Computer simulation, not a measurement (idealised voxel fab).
process module | voxel quadruple lines
cross-section cut | 180 nm wide | cells 5 nm
A cross-section is a grid of square cells, given in bands from the top down. A band is one or more rows of cells.
Each band's line starts with the height of the band's top and of its bottom, in nm. Then come its materials from left to right, each with its width in nm. One material with "throughout" fills the band from edge to edge. "air" is empty space.
Height 0 is the level under which the wafer as received is all one material. The lowest band goes on downwards, as in "0 down".
A width such as "30 to 40" changes by the same amount from each row of cells to the next, from the band's top row to its bottom row.
"no change" after a step means that no cell of the cross-section changed.
closed voids: empty space of 8 cells or more with no open way to the top, each as width x height at its distance from the left edge, in nm
after a step's settings: what the simulator itself notes on the step
overlay nm, on a step with a mask: how far to the right of its planned place the mask lay; to the left if negative
plan
1 op RECEIVE | material Si
2 op CONFORMAL_DEP | material Al2O3 | thk nm 5
3 op DIRECTIONAL_DEP | material TiN | thk nm 10
4 op DIRECTIONAL_DEP | material polySi | thk nm 15
5 op DIRECTIONAL_DEP | material aC | thk nm 25
6 op PATTERN | tone cover | mask id MANDREL | material resist | width nm 25 | thk nm 35 | overlay nm 0
7 op DIRECTIONAL_ETCH | etch materials aC | depth nm 25
8 op STRIP | etch materials resist
9 op CONFORMAL_DEP | material SiO2 | thk nm 15
10 op DIRECTIONAL_ETCH | etch materials SiO2 | depth nm 5
11 op STRIP | etch materials aC
12 op DIRECTIONAL_ETCH | etch materials polySi | depth nm 15
13 op STRIP | etch materials SiO2
14 op CONFORMAL_DEP | material SiCN | thk nm 5
15 op DIRECTIONAL_ETCH | etch materials SiCN | depth nm 5
16 op STRIP | etch materials polySi
17 op DIRECTIONAL_ETCH | etch materials TiN | depth nm 10
18 op STRIP | etch materials SiCN
varied across the wafers: depth nm of step 10. The plan shows the first wafer's value. All wafers start alike
first wafer as received, after step 1
  0 down: Si throughout
  closed voids: none
each wafer at the end: cells of each material gained (+) or lost (-) since it was received, then its closed voids
depth nm 5 | +36 Al2O3 | closed voids: none
depth nm 10 | +36 Al2O3 | closed voids: none
depth nm 15 | +36 Al2O3 | +8 TiN | closed voids: none
depth nm 20 | +36 Al2O3 | +8 TiN | closed voids: none
depth nm 25 | +36 Al2O3 | +8 TiN | closed voids: none
depth nm 30 | +36 Al2O3 | +8 TiN | closed voids: none
